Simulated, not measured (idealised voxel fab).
Process module, titled voxel tone inversion
Cross-section cut spans 295 nm and uses square cells 5 nm in size.
Cross-section spec: square-cell grid; bands listed top down; each band is one or more rows.
Each band's line starts with the height of the band's top and of its bottom, in nm. Then come its materials from left to right, each with its width in nm. One material with "edge to edge" fills the band from edge to edge. "empty" is empty space.
Height 0 is the level under which the wafer as received is all one material. The lowest band goes on downwards, as in "from 0 down".
The width entry "30..40" should be interpreted row by row: the top row of cells in the band takes the first number, the bottom row takes the second number, and the change between adjacent rows is uniform throughout.
No cell of the cross-section changed in a step that is given as "nothing different".
The list in "Fully sealed cavities" covers empty spaces of 8 cells or more that cannot reach the top through any open way, and it gives each as width x height at distance; the distance is from the left edge, and width, height and distance are in nm.
Read whatever lies past the settings on a step's line as the simulator's own remark about the step.
overlay nm: mask right of planned place by this much (step with mask). Neg. = left.

The following list gives the planned process steps:
1 RECEIVE [material Si]
2 CONFORMAL_DEP [material SiN] [thk nm 10]
3 DIRECTIONAL_DEP [material polySi] [thk nm 15]
4 PATTERN [tone cover] [mask id POSTS] [material resist] [width nm 15] [pitch nm 40] [thk nm 25] [overlay nm 0]
5 DIRECTIONAL_ETCH [etch materials polySi] [depth nm 15]
6 STRIP [etch materials resist]
7 FILL_DEP [material lowk] [thk nm 5]
8 CMP [height nm 25]
9 STRIP [etch materials polySi]
10 CONFORMAL_DEP [material TiN] [thk nm 5]
11 FILL_DEP [material Ru] [thk nm 5]
12 CMP [height nm 25]
13 CONFORMAL_DEP [material SiN] [thk nm 5]

First wafer out of two, processed as planned:

So this is the incoming wafer in cross-section - it's already been through step 1:
	from 0 down  Si edge to edge
	Fully sealed cavities: none

How the wafer stands in section after step 2:
	from 10 to 0  SiN edge to edge
	All layers under 0 are left as they were.

How the wafer stands in section after step 3:
	from 25 to 10  polySi edge to edge
	All layers under 10 are left as they were.

How the wafer stands in section after step 4:
	from 50 to 25  empty (120) | resist (15) | empty (25) | resist (15) | empty (120)
	All layers under 25 are left as they were.

How the wafer stands in section after step 5:
	from 50 to 25  empty (120) | resist (15) | empty (25) | resist (15) | empty (120)
	from 25 to 10  empty (120) | polySi (15) | empty (25) | polySi (15) | empty (120)
	All layers under 10 are left as they were.

How the wafer stands in section after step 6:
	from 25 to 10  empty (120) | polySi (15) | empty (25) | polySi (15) | empty (120)
	All layers under 10 are left as they were.

How the wafer stands in section after step 7:
	from 30 to 25  lowk edge to edge
	from 25 to 10  lowk (120) | polySi (15) | lowk (25) | polySi (15) | lowk (120)
	All layers under 10 are left as they were.

How the wafer stands in section after step 8:
	from 25 to 10  lowk (120) | polySi (15) | lowk (25) | polySi (15) | lowk (120)
	All layers under 10 are left as they were.

How the wafer stands in section after step 9:
	from 25 to 10  lowk (120) | empty (15) | lowk (25) | empty (15) | lowk (120)
	All layers under 10 are left as they were.

How the wafer stands in section after step 10:
	from 30 to 25  TiN (125) | empty (5) | TiN (35) | empty (5) | TiN (125)
	from 25 to 15  lowk (120) | TiN (5) | empty (5) | TiN (5) | lowk (25) | TiN (5) | empty (5) | TiN (5) | lowk (120)
	from 15 to 10  lowk (120) | TiN (15) | lowk (25) | TiN (15) | lowk (120)
	All layers under 10 are left as they were.

How the wafer stands in section after step 11:
	from 35 to 30  Ru edge to edge
	from 30 to 25  TiN (125) | Ru (5) | TiN (35) | Ru (5) | TiN (125)
	from 25 to 15  lowk (120) | TiN (5) | Ru (5) | TiN (5) | lowk (25) | TiN (5) | Ru (5) | TiN (5) | lowk (120)
	All layers under 15 are left as they were.

How the wafer stands in section after step 12:
	from 25 to 15  lowk (120) | TiN (5) | Ru (5) | TiN (5) | lowk (25) | TiN (5) | Ru (5) | TiN (5) | lowk (120)
	All layers under 15 are left as they were.

How the wafer stands in section after step 13:
	from 30 to 25  SiN edge to edge
	All layers under 25 are left as they were.

Second wafer, same starting conditions and recipe as the first, one mistake in executing it, nothing differs from the first up to and including step 1:

What the second wafer looks like in cross-section when step 2 should have wrapped up:
	from 15 to 0  polySi edge to edge
	All layers under 0 are left as they were.

What the second wafer looks like in cross-section when step 3 should have wrapped up:
	from 25 to 15  SiN edge to edge
	All layers under 15 are left as they were.

What the second wafer looks like in cross-section when step 4 should have wrapped up:
	from 50 to 25  empty (120) | resist (15) | empty (25) | resist (15) | empty (120)
	All layers under 25 are left as they were.

What the second wafer looks like in cross-section when step 5 should have wrapped up: nothing different

What the second wafer looks like in cross-section when step 6 should have wrapped up:
	from 25 to 15  SiN edge to edge
	All layers under 15 are left as they were.

What the second wafer looks like in cross-section when step 7 should have wrapped up:
	from 30 to 25  lowk edge to edge
	All layers under 25 are left as they were.

What the second wafer looks like in cross-section when step 8 should have wrapped up:
	from 25 to 15  SiN edge to edge
	All layers under 15 are left as they were.

What the second wafer looks like in cross-section when step 9 should have wrapped up: nothing different

What the second wafer looks like in cross-section when step 10 should have wrapped up:
	from 30 to 25  TiN edge to edge
	All layers under 25 are left as they were.

What the second wafer looks like in cross-section when step 11 should have wrapped up:
	from 35 to 30  Ru edge to edge
	All layers under 30 are left as they were.

What the second wafer looks like in cross-section when step 12 should have wrapped up:
	from 25 to 15  SiN edge to edge
	All layers under 15 are left as they were.

What the second wafer looks like in cross-section when step 13 should have wrapped up:
	from 30 to 15  SiN edge to edge
	All layers under 15 are left as they were.
Finding, execution versus plan: the executed order of steps 2 and 3 is the reverse of that specified in the plan, each step having taken the other's position
Final cells, second wafer relative to first, materials higher or lower: 4 fewer of Ru; 14 fewer of TiN; 159 fewer of lowk; 177 more of polySi
